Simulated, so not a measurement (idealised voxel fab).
Name of the process module below: voxel wiring stack
Pictured: cross-section cut, 175 nm wide, on a grid of 5 nm square cells.
Heads up, the way a cross-section reads in here is a grid of square cells, handed over as bands from the top down, with every band being one or more rows of cells. Quick guide to a band line: top height, bottom height (nm) up front; then every material left to right with its width in nm. Only one material and it's marked "full width"? Then it fills the band edge to edge. And "air" just means empty space. Basically, 0 is our baseline, since under it the wafer straight out of the box is all one material. The bottom band has no lower end and keeps on going down, so it looks like "0 -> down". The width entry "30..40" should be interpreted row by row: the top row of cells in the band takes the first number, the bottom row takes the second number, and the change between adjacent rows is uniform throughout. Where the words "no alterations made" appear for a step, the cross-section shows no cell changed by that step; every cell remained as before. In "Fully sealed cavities" the enclosed voids are listed, meaning empty spaces of 8 cells or larger without any opening to the top. The form is width x height at distance, distance from the left edge, units nm. Past the settings on a step's line: simulator remark, on that step. overlay nm: where the mask lay relative to plan, measured to the right, on steps with a mask; negatives go left.
Listed below are the process steps as planned:
1 RECEIVE (material Si)
2 CONFORMAL_DEP (material SiO2; thk nm 15)
3 DIRECTIONAL_DEP (material TiN; thk nm 5)
4 DIRECTIONAL_DEP (material W; thk nm 15)
5 DIRECTIONAL_DEP (material aC; thk nm 10)
6 PATTERN (tone cover; mask id METAL_1; material resist; width nm 25; pitch nm 55; thk nm 25; overlay nm 0)
7 DIRECTIONAL_ETCH (etch materials aC; depth nm 10)
8 STRIP (etch materials resist)
9 DIRECTIONAL_ETCH (etch materials W; depth nm 15)
10 DIRECTIONAL_ETCH (etch materials TiN; depth nm 5)
11 STRIP (etch materials aC)
12 CONFORMAL_DEP (material SiCN; thk nm 5)
13 FILL_DEP (material SiO2; thk nm 5)
14 CMP (height nm 35)
15 CONFORMAL_DEP (material SiCN; thk nm 5)
16 DIRECTIONAL_DEP (material lowk; thk nm 30)
17 MASKED_ETCH (tone open; mask id METAL_2_HOLES; width nm 15; etch materials lowk; depth nm 30; overlay nm 0)
18 MASKED_ETCH (tone open; mask id METAL_2; width nm 25; pitch nm 55; etch materials lowk; depth nm 20; overlay nm 0)
19 MASKED_ETCH (tone open; mask id METAL_2; width nm 25; pitch nm 55; etch materials SiCN; depth nm 5; overlay nm 0)
20 CONFORMAL_DEP (material TiN; thk nm 5)
21 FILL_DEP (material Cu; thk nm 10)
22 CMP (height nm 70)
23 CONFORMAL_DEP (material SiN; thk nm 5)
The cross-section here shows the wafer as received, i.e. in its state after step 1:
0 -> down | Si full width
Fully sealed cavities: none
Post-module cross-section: identical start and plan to those above, one misstep in execution:
90 -> 85 | SiN full width
85 -> 75 | Cu full width
75 -> 70 | 50 TiN  15 Cu  40 TiN  15 Cu  55 TiN
70 -> 55 | 45 lowk  5 TiN  15 Cu  5 TiN  30 lowk  5 TiN  15 Cu  5 TiN  50 lowk
55 -> 50 | 45 lowk  5 TiN  5 Cu  15 TiN  30 lowk  25 TiN  50 lowk
50 -> 40 | 45 lowk  5 TiN  5 Cu  5 TiN  115 lowk
40 -> 35 | 45 SiCN  15 TiN  115 SiCN
35 -> 20 | 40 SiO2  5 SiCN  25 W  5 SiCN  20 SiO2  5 SiCN  25 W  5 SiCN  45 SiO2
20 -> 15 | 45 SiCN  25 TiN  30 SiCN  25 TiN  50 SiCN
15 -> 0 | SiO2 full width
0 -> down | Si full width
Fully sealed cavities: none
Finding, execution versus plan: yeah, step 22 of the plan got skipped, never ran
